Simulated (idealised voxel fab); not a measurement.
The following process module bears the name voxel capacitor over wiring.
In the cross-section labelled cut, the width is 140 nm and each square cell is 5 nm.
Think of the cross-section as a grid of square cells. We describe it in bands, top to bottom, and each band covers one or more rows of those cells. Band: top and bottom heights (nm) first, top before bottom; then materials from left to right, widths in nm. "everywhere" marks a sole material filling the band edge to edge. "blank" denotes empty space. Beneath 0, the wafer as received is one material, and that level is where height counting begins. The lowest band goes on downward without a bottom; it is written like "0 and below". Note: "30 to 40" means the width goes from the first number (top row of the band) to the second number (bottom row) in equal steps per row of cells. "nothing altered" (step): cross-section cells unchanged, all of them. "Enclosed void entries" means: voids of 8 cells or more that are shut off from the top with no open way through. Written width x height at distance, distance from the left edge, in nm. That trailing text on a step's line, after the settings, is the simulator's own remark on the step. On any step carrying a mask, the "overlay nm" setting, if present on the step's line, tells how far right of its planned place the mask lay; negative values point to the left.

The steps planned for the process are as follows
1. op RECEIVE | material Si
2. op CONFORMAL_DEP | material SiO2 | thk nm 15
3. op DIRECTIONAL_DEP | material TiN | thk nm 5
4. op DIRECTIONAL_DEP | material W | thk nm 20
5. op MASKED_ETCH | tone cover | mask id METAL_1 | width nm 20 | pitch nm 80 | etch materials W | depth nm 20 | overlay nm 0
6. op MASKED_ETCH | tone cover | mask id METAL_1 | width nm 20 | pitch nm 80 | etch materials TiN | depth nm 5 | overlay nm 0
7. op FILL_DEP | material lowk | thk nm 10
8. op CMP | height nm 40
9. op CONFORMAL_DEP | material SiCN | thk nm 5
10. op DIRECTIONAL_DEP | material lowk | thk nm 10
11. op PATTERN | tone open | mask id PLUG_1 | material resist | width nm 15 | thk nm 20 | overlay nm 0
12. op DIRECTIONAL_ETCH | etch materials lowk | depth nm 10
13. op DIRECTIONAL_ETCH | etch materials SiCN | depth nm 5
14. op STRIP | etch materials resist
15. op CONFORMAL_DEP | material TiN | thk nm 5
16. op FILL_DEP | material Cu | thk nm 10
17. op CMP | height nm 55
18. op DIRECTIONAL_DEP | material TiN | thk nm 10
19. op DIRECTIONAL_DEP | material Al2O3 | thk nm 5
20. op DIRECTIONAL_DEP | material TiN | thk nm 10
21. op PATTERN | tone cover | mask id UPPER_PLATE | material resist | width nm 65 | thk nm 20 | overlay nm 0
22. op DIRECTIONAL_ETCH | etch materials TiN | depth nm 10
23. op DIRECTIONAL_ETCH | etch materials Al2O3 | depth nm 5
24. op STRIP | etch materials resist
25. op PATTERN | tone cover | mask id LOWER_PLATE | material resist | width nm 75 | thk nm 20 | overlay nm 0
26. op DIRECTIONAL_ETCH | etch materials TiN | depth nm 10
27. op STRIP | etch materials resist
28. op FILL_DEP | material SiO2 | thk nm 20
29. op CMP | height nm 95
30. op MASKED_ETCH | tone open | mask id PLUG_2 | width nm 15 | etch materials SiO2 | depth nm 15 | overlay nm 0
31. op CONFORMAL_DEP | material TiN | thk nm 5
32. op FILL_DEP | material Ru | thk nm 10
33. op CMP | height nm 95
34. op CONFORMAL_DEP | material SiCN | thk nm 5

First of two wafers, with the run carried out as planned

Cross-section, incoming material, after step 1
	0 and below = Si everywhere
	Enclosed void entries: none

Presented here is a cross-section of the wafer after step 2 has been performed
	15 down to 0 = SiO2 everywhere
	Beneath the level 0, the cross-section is identical to its previous state.

Presented here is a cross-section of the wafer after step 3 has been performed
	20 down to 15 = TiN everywhere
	Beneath the level 15, the cross-section is identical to its previous state.

Presented here is a cross-section of the wafer after step 4 has been performed
	40 down to 20 = W everywhere
	Beneath the level 20, the cross-section is identical to its previous state.

Presented here is a cross-section of the wafer after step 5 has been performed
	40 down to 20 = 20 nm blank / 20 nm W / 60 nm blank / 20 nm W / 20 nm blank
	Beneath the level 20, the cross-section is identical to its previous state.

Presented here is a cross-section of the wafer after step 6 has been performed
	40 down to 20 = 20 nm blank / 20 nm W / 60 nm blank / 20 nm W / 20 nm blank
	20 down to 15 = 20 nm blank / 20 nm TiN / 60 nm blank / 20 nm TiN / 20 nm blank
	Beneath the level 15, the cross-section is identical to its previous state.

Presented here is a cross-section of the wafer after step 7 has been performed
	50 down to 40 = lowk everywhere
	40 down to 20 = 20 nm lowk / 20 nm W / 60 nm lowk / 20 nm W / 20 nm lowk
	20 down to 15 = 20 nm lowk / 20 nm TiN / 60 nm lowk / 20 nm TiN / 20 nm lowk
	Beneath the level 15, the cross-section is identical to its previous state.

Presented here is a cross-section of the wafer after step 8 has been performed
	40 down to 20 = 20 nm lowk / 20 nm W / 60 nm lowk / 20 nm W / 20 nm lowk
	Beneath the level 20, the cross-section is identical to its previous state.

Presented here is a cross-section of the wafer after step 9 has been performed
	45 down to 40 = SiCN everywhere
	Beneath the level 40, the cross-section is identical to its previous state.

Presented here is a cross-section of the wafer after step 10 has been performed
	55 down to 45 = lowk everywhere
	Beneath the level 45, the cross-section is identical to its previous state.

Presented here is a cross-section of the wafer after step 11 has been performed
	75 down to 55 = 25 nm resist / 15 nm blank / 100 nm resist
	Beneath the level 55, the cross-section is identical to its previous state.

Presented here is a cross-section of the wafer after step 12 has been performed
	75 down to 55 = 25 nm resist / 15 nm blank / 100 nm resist
	55 down to 45 = 25 nm lowk / 15 nm blank / 100 nm lowk
	Beneath the level 45, the cross-section is identical to its previous state.

Presented here is a cross-section of the wafer after step 13 has been performed
	75 down to 55 = 25 nm resist / 15 nm blank / 100 nm resist
	55 down to 45 = 25 nm lowk / 15 nm blank / 100 nm lowk
	45 down to 40 = 25 nm SiCN / 15 nm blank / 100 nm SiCN
	Beneath the level 40, the cross-section is identical to its previous state.

Presented here is a cross-section of the wafer after step 14 has been performed
	55 down to 45 = 25 nm lowk / 15 nm blank / 100 nm lowk
	Beneath the level 45, the cross-section is identical to its previous state.

Presented here is a cross-section of the wafer after step 15 has been performed
	60 down to 55 = 30 nm TiN / 5 nm blank / 105 nm TiN
	55 down to 45 = 25 nm lowk / 5 nm TiN / 5 nm blank / 5 nm TiN / 100 nm lowk
	45 down to 40 = 25 nm SiCN / 15 nm TiN / 100 nm SiCN
	Beneath the level 40, the cross-section is identical to its previous state.

Presented here is a cross-section of the wafer after step 16 has been performed
	70 down to 60 = Cu everywhere
	60 down to 55 = 30 nm TiN / 5 nm Cu / 105 nm TiN
	55 down to 45 = 25 nm lowk / 5 nm TiN / 5 nm Cu / 5 nm TiN / 100 nm lowk
	Beneath the level 45, the cross-section is identical to its previous state.

Presented here is a cross-section of the wafer after step 17 has been performed
	55 down to 45 = 25 nm lowk / 5 nm TiN / 5 nm Cu / 5 nm TiN / 100 nm lowk
	Beneath the level 45, the cross-section is identical to its previous state.

Presented here is a cross-section of the wafer after step 18 has been performed
	65 down to 55 = TiN everywhere
	Beneath the level 55, the cross-section is identical to its previous state.

Presented here is a cross-section of the wafer after step 19 has been performed
	70 down to 65 = Al2O3 everywhere
	Beneath the level 65, the cross-section is identical to its previous state.

Presented here is a cross-section of the wafer after step 20 has been performed
	80 down to 70 = TiN everywhere
	Beneath the level 70, the cross-section is identical to its previous state.

Presented here is a cross-section of the wafer after step 21 has been performed
	100 down to 80 = 25 nm blank / 65 nm resist / 50 nm blank
	Beneath the level 80, the cross-section is identical to its previous state.

Presented here is a cross-section of the wafer after step 22 has been performed
	100 down to 80 = 25 nm blank / 65 nm resist / 50 nm blank
	80 down to 70 = 25 nm blank / 65 nm TiN / 50 nm blank
	Beneath the level 70, the cross-section is identical to its previous state.

Presented here is a cross-section of the wafer after step 23 has been performed
	100 down to 80 = 25 nm blank / 65 nm resist / 50 nm blank
	80 down to 70 = 25 nm blank / 65 nm TiN / 50 nm blank
	70 down to 65 = 25 nm blank / 65 nm Al2O3 / 50 nm blank
	Beneath the level 65, the cross-section is identical to its previous state.

Presented here is a cross-section of the wafer after step 24 has been performed
	80 down to 70 = 25 nm blank / 65 nm TiN / 50 nm blank
	Beneath the level 70, the cross-section is identical to its previous state.

Presented here is a cross-section of the wafer after step 25 has been performed
	100 down to 80 = 20 nm blank / 75 nm resist / 45 nm blank
	80 down to 70 = 20 nm blank / 5 nm resist / 65 nm TiN / 5 nm resist / 45 nm blank
	70 down to 65 = 20 nm blank / 5 nm resist / 65 nm Al2O3 / 5 nm resist / 45 nm blank
	Beneath the level 65, the cross-section is identical to its previous state.

Presented here is a cross-section of the wafer after step 26 has been performed
	100 down to 80 = 20 nm blank / 75 nm resist / 45 nm blank
	80 down to 70 = 20 nm blank / 5 nm resist / 65 nm TiN / 5 nm resist / 45 nm blank
	70 down to 65 = 20 nm blank / 5 nm resist / 65 nm Al2O3 / 5 nm resist / 45 nm blank
	65 down to 55 = 20 nm blank / 75 nm TiN / 45 nm blank
	Beneath the level 55, the cross-section is identical to its previous state.

Presented here is a cross-section of the wafer after step 27 has been performed
	80 down to 70 = 25 nm blank / 65 nm TiN / 50 nm blank
	70 down to 65 = 25 nm blank / 65 nm Al2O3 / 50 nm blank
	Beneath the level 65, the cross-section is identical to its previous state.

Presented here is a cross-section of the wafer after step 28 has been performed
	100 down to 80 = SiO2 everywhere
	80 down to 70 = 25 nm SiO2 / 65 nm TiN / 50 nm SiO2
	70 down to 65 = 25 nm SiO2 / 65 nm Al2O3 / 50 nm SiO2
	65 down to 55 = 20 nm SiO2 / 75 nm TiN / 45 nm SiO2
	Beneath the level 55, the cross-section is identical to its previous state.

Presented here is a cross-section of the wafer after step 29 has been performed
	95 down to 80 = SiO2 everywhere
	Beneath the level 80, the cross-section is identical to its previous state.

Presented here is a cross-section of the wafer after step 30 has been performed
	95 down to 80 = 35 nm SiO2 / 15 nm blank / 90 nm SiO2
	Beneath the level 80, the cross-section is identical to its previous state.

Presented here is a cross-section of the wafer after step 31 has been performed
	100 down to 95 = 40 nm TiN / 5 nm blank / 95 nm TiN
	95 down to 85 = 35 nm SiO2 / 5 nm TiN / 5 nm blank / 5 nm TiN / 90 nm SiO2
	85 down to 80 = 35 nm SiO2 / 15 nm TiN / 90 nm SiO2
	Beneath the level 80, the cross-section is identical to its previous state.

Presented here is a cross-section of the wafer after step 32 has been performed
	110 down to 100 = Ru everywhere
	100 down to 95 = 40 nm TiN / 5 nm Ru / 95 nm TiN
	95 down to 85 = 35 nm SiO2 / 5 nm TiN / 5 nm Ru / 5 nm TiN / 90 nm SiO2
	Beneath the level 85, the cross-section is identical to its previous state.

Presented here is a cross-section of the wafer after step 33 has been performed
	95 down to 85 = 35 nm SiO2 / 5 nm TiN / 5 nm Ru / 5 nm TiN / 90 nm SiO2
	Beneath the level 85, the cross-section is identical to its previous state.

Presented here is a cross-section of the wafer after step 34 has been performed
	100 down to 95 = SiCN everywhere
	Beneath the level 95, the cross-section is identical to its previous state.

The Second Wafer: Common Origin and Plan, One Mistake in Execution, Identical to the First Through Step 24

Planned end of step 25: second wafer, cross-section
	100 down to 80 = 25 nm blank / 65 nm resist / 50 nm blank
	Beneath the level 80, the cross-section is identical to its previous state.

Planned end of step 26: second wafer, cross-section
	100 down to 80 = 25 nm blank / 65 nm resist / 50 nm blank
	80 down to 70 = 25 nm blank / 65 nm TiN / 50 nm blank
	70 down to 65 = 25 nm blank / 65 nm Al2O3 / 50 nm blank
	65 down to 55 = 25 nm blank / 65 nm TiN / 50 nm blank
	Beneath the level 55, the cross-section is identical to its previous state.

Planned end of step 27: second wafer, cross-section
	80 down to 70 = 25 nm blank / 65 nm TiN / 50 nm blank
	Beneath the level 70, the cross-section is identical to its previous state.

Planned end of step 28: second wafer, cross-section
	100 down to 80 = SiO2 everywhere
	80 down to 70 = 25 nm SiO2 / 65 nm TiN / 50 nm SiO2
	70 down to 65 = 25 nm SiO2 / 65 nm Al2O3 / 50 nm SiO2
	65 down to 55 = 25 nm SiO2 / 65 nm TiN / 50 nm SiO2
	Beneath the level 55, the cross-section is identical to its previous state.

Planned end of step 29: second wafer, cross-section
	95 down to 80 = SiO2 everywhere
	Beneath the level 80, the cross-section is identical to its previous state.

Planned end of step 30: second wafer, cross-section
	95 down to 80 = 35 nm SiO2 / 15 nm blank / 90 nm SiO2
	Beneath the level 80, the cross-section is identical to its previous state.

Planned end of step 31: second wafer, cross-section
	100 down to 95 = 40 nm TiN / 5 nm blank / 95 nm TiN
	95 down to 85 = 35 nm SiO2 / 5 nm TiN / 5 nm blank / 5 nm TiN / 90 nm SiO2
	85 down to 80 = 35 nm SiO2 / 15 nm TiN / 90 nm SiO2
	Beneath the level 80, the cross-section is identical to its previous state.

Planned end of step 32: second wafer, cross-section
	110 down to 100 = Ru everywhere
	100 down to 95 = 40 nm TiN / 5 nm Ru / 95 nm TiN
	95 down to 85 = 35 nm SiO2 / 5 nm TiN / 5 nm Ru / 5 nm TiN / 90 nm SiO2
	Beneath the level 85, the cross-section is identical to its previous state.

Planned end of step 33: second wafer, cross-section
	95 down to 85 = 35 nm SiO2 / 5 nm TiN / 5 nm Ru / 5 nm TiN / 90 nm SiO2
	Beneath the level 85, the cross-section is identical to its previous state.

Planned end of step 34: second wafer, cross-section
	100 down to 95 = SiCN everywhere
	Beneath the level 95, the cross-section is identical to its previous state.
Nonconformance to the process plan: so step 25 ended up running with a different setting than we planned, it ran as op PATTERN | tone cover | mask id LOWER_PLATE | material resist | width nm 65 | thk nm 20 | overlay nm 0
The second wafer ends with more or fewer cells of some materials than the first, per final count: SiO2 +4 | TiN -4
